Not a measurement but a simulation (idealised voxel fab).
The process module presented herein is designated voxel self aligned contacts.
Each square cell in cross-section cut measures 5 nm, and the section as a whole is 215 nm wide.
A cross-section is a grid of square cells, given in bands from the top down. A band is one or more rows of cells. Within each band entry, the heights of the top and of the bottom of the band appear first, in that order and in nm; the materials of the band then follow from left to right, each with its corresponding width in nm. The designation "edge to edge" on a single material indicates that it fills the band from edge to edge; the designation "air" indicates empty space. Heights are expressed relative to 0, this being the level below which the as-received wafer comprises one material exclusively. The lowest band is unbounded in the downward direction and is denoted as in "0..down". The notation "30..40" denotes a width that varies across the rows of cells in the band, beginning at the first number in the top row, finishing at the second number in the bottom row, and changing by an identical amount from each row to the next. Step marked "left unchanged"? Then no cell in the cross-section changed in it. Empty spaces without an open route to the top, at least 8 cells in extent, make up the entry "Sealed cavities"; each is given as width x height at distance, where the distance is measured from the left edge, and all are in nm. What comes after the settings on a step's line is commentary from the simulator itself on that step. overlay nm: for a step with a mask, the amount by which the mask lay right of where it was planned; a negative amount means left of it.

## Planned step list for the process
step 1: RECEIVE: material Si
step 2: OXIDIZE: depth nm 5
step 3: DIRECTIONAL_DEP: material polySi, thk nm 25
step 4: DIRECTIONAL_DEP: material SiN, thk nm 25
step 5: MASKED_ETCH: tone cover, mask id GATE, width nm 25, pitch nm 65, etch materials SiN, depth nm 25, overlay nm 0
step 6: MASKED_ETCH: tone cover, mask id GATE, width nm 25, pitch nm 65, etch materials polySi, depth nm 25, overlay nm 0
step 7: CONFORMAL_DEP: material SiN, thk nm 10
step 8: DIRECTIONAL_ETCH: etch materials SiN, depth nm 10
step 9: FILL_DEP: material SiO2, thk nm 15
step 10: CMP: height nm 55
step 11: MASKED_ETCH: tone open, mask id CONTACT, width nm 50, pitch nm 65, etch materials SiO2, depth nm 60, overlay nm 0
step 12: CONFORMAL_DEP: material TiN, thk nm 5
step 13: FILL_DEP: material Ru, thk nm 10
step 14: CMP: height nm 55
step 15: CONFORMAL_DEP: material SiCN, thk nm 5

## Concerning the first of two wafers, which was run in accordance with the plan

## Delivered wafer in cross-section: state after step 1
- 0..down: Si edge to edge
- Sealed cavities: none

## The wafer in cross-section once step 2 is complete
- 0..-5: SiO2 edge to edge
- Unchanged below -5.

## The wafer in cross-section once step 3 is complete
- 25..0: polySi edge to edge
- Unchanged below 0.

## The wafer in cross-section once step 4 is complete
- 50..25: SiN edge to edge
- Unchanged below 25.

## The wafer in cross-section once step 5 is complete
- 50..25: air=30 / SiN=25 / air=40 / SiN=25 / air=40 / SiN=25 / air=30
- Unchanged below 25.

## The wafer in cross-section once step 6 is complete
- 50..25: air=30 / SiN=25 / air=40 / SiN=25 / air=40 / SiN=25 / air=30
- 25..0: air=30 / polySi=25 / air=40 / polySi=25 / air=40 / polySi=25 / air=30
- Unchanged below 0.

## The wafer in cross-section once step 7 is complete
- 60..25: air=20 / SiN=45 / air=20 / SiN=45 / air=20 / SiN=45 / air=20
- 25..10: air=20 / SiN=10 / polySi=25 / SiN=10 / air=20 / SiN=10 / polySi=25 / SiN=10 / air=20 / SiN=10 / polySi=25 / SiN=10 / air=20
- 10..0: SiN=30 / polySi=25 / SiN=40 / polySi=25 / SiN=40 / polySi=25 / SiN=30
- Unchanged below 0.

## The wafer in cross-section once step 8 is complete
- 50..25: air=20 / SiN=45 / air=20 / SiN=45 / air=20 / SiN=45 / air=20
- 25..0: air=20 / SiN=10 / polySi=25 / SiN=10 / air=20 / SiN=10 / polySi=25 / SiN=10 / air=20 / SiN=10 / polySi=25 / SiN=10 / air=20
- Unchanged below 0.

## The wafer in cross-section once step 9 is complete
- 65..50: SiO2 edge to edge
- 50..25: SiO2=20 / SiN=45 / SiO2=20 / SiN=45 / SiO2=20 / SiN=45 / SiO2=20
- 25..0: SiO2=20 / SiN=10 / polySi=25 / SiN=10 / SiO2=20 / SiN=10 / polySi=25 / SiN=10 / SiO2=20 / SiN=10 / polySi=25 / SiN=10 / SiO2=20
- Unchanged below 0.

## The wafer in cross-section once step 10 is complete
- 55..50: SiO2 edge to edge
- Unchanged below 50.

## The wafer in cross-section once step 11 is complete
- 55..50: SiO2=50 / air=50 / SiO2=15 / air=50 / SiO2=50
- 50..25: SiO2=20 / SiN=45 / air=20 / SiN=45 / air=20 / SiN=45 / SiO2=20
- 25..0: SiO2=20 / SiN=10 / polySi=25 / SiN=10 / air=20 / SiN=10 / polySi=25 / SiN=10 / air=20 / SiN=10 / polySi=25 / SiN=10 / SiO2=20
- 0..-5: SiO2=65 / air=20 / SiO2=45 / air=20 / SiO2=65
- Unchanged below -5.

## The wafer in cross-section once step 12 is complete
- 60..55: TiN=55 / air=40 / TiN=25 / air=40 / TiN=55
- 55..50: SiO2=50 / TiN=20 / air=10 / TiN=20 / SiO2=15 / TiN=20 / air=10 / TiN=20 / SiO2=50
- 50..25: SiO2=20 / SiN=45 / TiN=5 / air=10 / TiN=5 / SiN=45 / TiN=5 / air=10 / TiN=5 / SiN=45 / SiO2=20
- 25..0: SiO2=20 / SiN=10 / polySi=25 / SiN=10 / TiN=5 / air=10 / TiN=5 / SiN=10 / polySi=25 / SiN=10 / TiN=5 / air=10 / TiN=5 / SiN=10 / polySi=25 / SiN=10 / SiO2=20
- 0..-5: SiO2=65 / TiN=20 / SiO2=45 / TiN=20 / SiO2=65
- Unchanged below -5.

## The wafer in cross-section once step 13 is complete
- 70..60: Ru edge to edge
- 60..55: TiN=55 / Ru=40 / TiN=25 / Ru=40 / TiN=55
- 55..50: SiO2=50 / TiN=20 / Ru=10 / TiN=20 / SiO2=15 / TiN=20 / Ru=10 / TiN=20 / SiO2=50
- 50..25: SiO2=20 / SiN=45 / TiN=5 / Ru=10 / TiN=5 / SiN=45 / TiN=5 / Ru=10 / TiN=5 / SiN=45 / SiO2=20
- 25..0: SiO2=20 / SiN=10 / polySi=25 / SiN=10 / TiN=5 / Ru=10 / TiN=5 / SiN=10 / polySi=25 / SiN=10 / TiN=5 / Ru=10 / TiN=5 / SiN=10 / polySi=25 / SiN=10 / SiO2=20
- Unchanged below 0.

## The wafer in cross-section once step 14 is complete
- 55..50: SiO2=50 / TiN=20 / Ru=10 / TiN=20 / SiO2=15 / TiN=20 / Ru=10 / TiN=20 / SiO2=50
- Unchanged below 50.

## The wafer in cross-section once step 15 is complete
- 60..55: SiCN edge to edge
- Unchanged below 55.

## Wafer two of two - same starting point, same process plan, one mistake in execution; matches wafer one up to and including step 2

## Cross-section, second wafer, at the end time the plan gives for step 3
- 25..0: SiN edge to edge
- Unchanged below 0.

## Cross-section, second wafer, at the end time the plan gives for step 4
- 50..25: polySi edge to edge
- Unchanged below 25.

Cross-section, second wafer, at the end time the plan gives for step 5: left unchanged

## Cross-section, second wafer, at the end time the plan gives for step 6
- 50..25: air=30 / polySi=25 / air=40 / polySi=25 / air=40 / polySi=25 / air=30
- Unchanged below 25.

## Cross-section, second wafer, at the end time the plan gives for step 7
- 60..50: air=20 / SiN=45 / air=20 / SiN=45 / air=20 / SiN=45 / air=20
- 50..35: air=20 / SiN=10 / polySi=25 / SiN=10 / air=20 / SiN=10 / polySi=25 / SiN=10 / air=20 / SiN=10 / polySi=25 / SiN=10 / air=20
- 35..25: SiN=30 / polySi=25 / SiN=40 / polySi=25 / SiN=40 / polySi=25 / SiN=30
- Unchanged below 25.

## Cross-section, second wafer, at the end time the plan gives for step 8
- 50..25: air=20 / SiN=10 / polySi=25 / SiN=10 / air=20 / SiN=10 / polySi=25 / SiN=10 / air=20 / SiN=10 / polySi=25 / SiN=10 / air=20
- Unchanged below 25.

## Cross-section, second wafer, at the end time the plan gives for step 9
- 65..50: SiO2 edge to edge
- 50..25: SiO2=20 / SiN=10 / polySi=25 / SiN=10 / SiO2=20 / SiN=10 / polySi=25 / SiN=10 / SiO2=20 / SiN=10 / polySi=25 / SiN=10 / SiO2=20
- Unchanged below 25.

## Cross-section, second wafer, at the end time the plan gives for step 10
- 55..50: SiO2 edge to edge
- Unchanged below 50.

## Cross-section, second wafer, at the end time the plan gives for step 11
- 55..50: SiO2=50 / air=50 / SiO2=15 / air=50 / SiO2=50
- 50..25: SiO2=20 / SiN=10 / polySi=25 / SiN=10 / air=20 / SiN=10 / polySi=25 / SiN=10 / air=20 / SiN=10 / polySi=25 / SiN=10 / SiO2=20
- Unchanged below 25.

## Cross-section, second wafer, at the end time the plan gives for step 12
- 60..55: TiN=55 / air=40 / TiN=25 / air=40 / TiN=55
- 55..50: SiO2=50 / TiN=20 / air=10 / TiN=20 / SiO2=15 / TiN=20 / air=10 / TiN=20 / SiO2=50
- 50..30: SiO2=20 / SiN=10 / polySi=25 / SiN=10 / TiN=5 / air=10 / TiN=5 / SiN=10 / polySi=25 / SiN=10 / TiN=5 / air=10 / TiN=5 / SiN=10 / polySi=25 / SiN=10 / SiO2=20
- 30..25: SiO2=20 / SiN=10 / polySi=25 / SiN=10 / TiN=20 / SiN=10 / polySi=25 / SiN=10 / TiN=20 / SiN=10 / polySi=25 / SiN=10 / SiO2=20
- Unchanged below 25.

## Cross-section, second wafer, at the end time the plan gives for step 13
- 70..60: Ru edge to edge
- 60..55: TiN=55 / Ru=40 / TiN=25 / Ru=40 / TiN=55
- 55..50: SiO2=50 / TiN=20 / Ru=10 / TiN=20 / SiO2=15 / TiN=20 / Ru=10 / TiN=20 / SiO2=50
- 50..30: SiO2=20 / SiN=10 / polySi=25 / SiN=10 / TiN=5 / Ru=10 / TiN=5 / SiN=10 / polySi=25 / SiN=10 / TiN=5 / Ru=10 / TiN=5 / SiN=10 / polySi=25 / SiN=10 / SiO2=20
- Unchanged below 30.

## Cross-section, second wafer, at the end time the plan gives for step 14
- 55..50: SiO2=50 / TiN=20 / Ru=10 / TiN=20 / SiO2=15 / TiN=20 / Ru=10 / TiN=20 / SiO2=50
- Unchanged below 50.

## Cross-section, second wafer, at the end time the plan gives for step 15
- 60..55: SiCN edge to edge
- Unchanged below 55.
Finding, execution versus plan: a sequencing error occurred in which plan steps 3 and 4 were transposed
Counted in cells at the end, the second wafer holds more or fewer of these materials than the first: 24 fewer of Ru | 80 more of SiN | 32 fewer of SiO2 | 24 fewer of TiN
